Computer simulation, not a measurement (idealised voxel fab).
Presented below is a process module, voxel capacitor over wiring.
Section shown: cut. Width: 235 nm. Cell size: 5 nm, square.
Cross-section, as written here: a square-cell grid given band by band from the top down, where a band holds one or more rows of cells. Each band's line starts with the height of the band's top and of its bottom, in nm. Then come its materials from left to right, each with its width in nm. One material with "everywhere" fills the band from edge to edge. "air" is empty space. Heads up on the height convention: 0 is the point under which the incoming wafer is all one material, and the lowest band has no bottom, it just keeps going down, like "0 nm and below". So if you see something like "30 to 40" for the width, read it as the top row of the band sitting at the first number and the bottom row at the second, with every row in between moving by the same amount as the last. Step marked "remained unchanged"? Then no cell in the cross-section changed in it. Under "closed voids" you'll find the enclosed gaps, the ones with no way out to the top, that are 8 cells or bigger; each reads width x height at distance, with distance counted from the left edge, everything in nm. Past the settings on a step's line: simulator remark, on that step. overlay nm: step with mask; distance mask lay right of planned place; negative value = left of planned place.

BELOW IS THE LIST OF PLANNED PROCESS STEPS
step 1: RECEIVE with material Si
step 2: CONFORMAL_DEP with material SiO2, thk nm 15
step 3: CONFORMAL_DEP with material SiCN, thk nm 5
step 4: DIRECTIONAL_DEP with material SiO2, thk nm 25
step 5: MASKED_ETCH with tone open, mask id METAL_1, width nm 30, pitch nm 85, etch materials SiO2, depth nm 25, overlay nm 0
step 6: MASKED_ETCH with tone open, mask id METAL_1, width nm 30, pitch nm 85, etch materials SiCN, depth nm 5, overlay nm 0
step 7: CONFORMAL_DEP with material TiN, thk nm 5
step 8: FILL_DEP with material Cu, thk nm 5
step 9: CMP with height nm 45
step 10: CONFORMAL_DEP with material SiCN, thk nm 5
step 11: DIRECTIONAL_DEP with material SiO2, thk nm 20
step 12: DIRECTIONAL_DEP with material aC, thk nm 15
step 13: PATTERN with tone open, mask id PLUG_1, material resist, width nm 15, thk nm 30, overlay nm 0
step 14: DIRECTIONAL_ETCH with etch materials aC, depth nm 15
step 15: STRIP with etch materials resist
step 16: DIRECTIONAL_ETCH with etch materials SiO2, depth nm 20
step 17: DIRECTIONAL_ETCH with etch materials SiCN, depth nm 5
step 18: STRIP with etch materials aC
step 19: CONFORMAL_DEP with material TiN, thk nm 5
step 20: FILL_DEP with material Cu, thk nm 10
step 21: CMP with height nm 70
step 22: DIRECTIONAL_DEP with material TiN, thk nm 10
step 23: DIRECTIONAL_DEP with material HfO2, thk nm 5
step 24: DIRECTIONAL_DEP with material TiN, thk nm 10
step 25: PATTERN with tone cover, mask id UPPER_PLATE, material resist, width nm 50, thk nm 15, overlay nm 0
step 26: DIRECTIONAL_ETCH with etch materials TiN, depth nm 10
step 27: DIRECTIONAL_ETCH with etch materials HfO2, depth nm 5
step 28: STRIP with etch materials resist
step 29: MASKED_ETCH with tone cover, mask id LOWER_PLATE, width nm 70, etch materials TiN, depth nm 10, overlay nm 0
step 30: FILL_DEP with material SiO2, thk nm 15
step 31: CMP with height nm 105
step 32: DIRECTIONAL_DEP with material aC, thk nm 15
step 33: PATTERN with tone open, mask id PLUG_2, material resist, width nm 15, thk nm 30, overlay nm 0
step 34: DIRECTIONAL_ETCH with etch materials aC, depth nm 15
step 35: STRIP with etch materials resist
step 36: DIRECTIONAL_ETCH with etch materials SiO2, depth nm 10
step 37: STRIP with etch materials aC
step 38: CONFORMAL_DEP with material TiN, thk nm 5
step 39: FILL_DEP with material Ru, thk nm 10
step 40: CMP with height nm 105
step 41: CONFORMAL_DEP with material SiN, thk nm 5
varied across the wafers: width nm of step 25. The plan shows the first wafer's value. All wafers start alike

CROSS-SECTION: THE FIRST OF SEVERAL WAFERS IN ITS AS-RECEIVED STATE, I.E. FOLLOWING STEP 1
* 0 nm and below  Si everywhere
* closed voids: none

END OF MODULE, BY WAFER: MATERIAL-BY-MATERIAL CELL GAIN (+) OR LOSS (-) SINCE RECEIPT, THEN CLOSED VOIDS
width nm 50, +44 Cu, +10 HfO2, +1 Ru, +79 SiCN, +47 SiN, +757 SiO2, +96 TiN, closed voids: none
width nm 55, +44 Cu, +11 HfO2, +1 Ru, +79 SiCN, +47 SiN, +754 SiO2, +98 TiN, closed voids: none
width nm 60, +44 Cu, +12 HfO2, +1 Ru, +79 SiCN, +47 SiN, +751 SiO2, +100 TiN, closed voids: none
width nm 65, +44 Cu, +13 HfO2, +1 Ru, +79 SiCN, +47 SiN, +748 SiO2, +102 TiN, closed voids: none
width nm 70, +44 Cu, +14 HfO2, +1 Ru, +79 SiCN, +47 SiN, +745 SiO2, +104 TiN, closed voids: none
width nm 75, +44 Cu, +15 HfO2, +1 Ru, +79 SiCN, +47 SiN, +742 SiO2, +106 TiN, closed voids: none
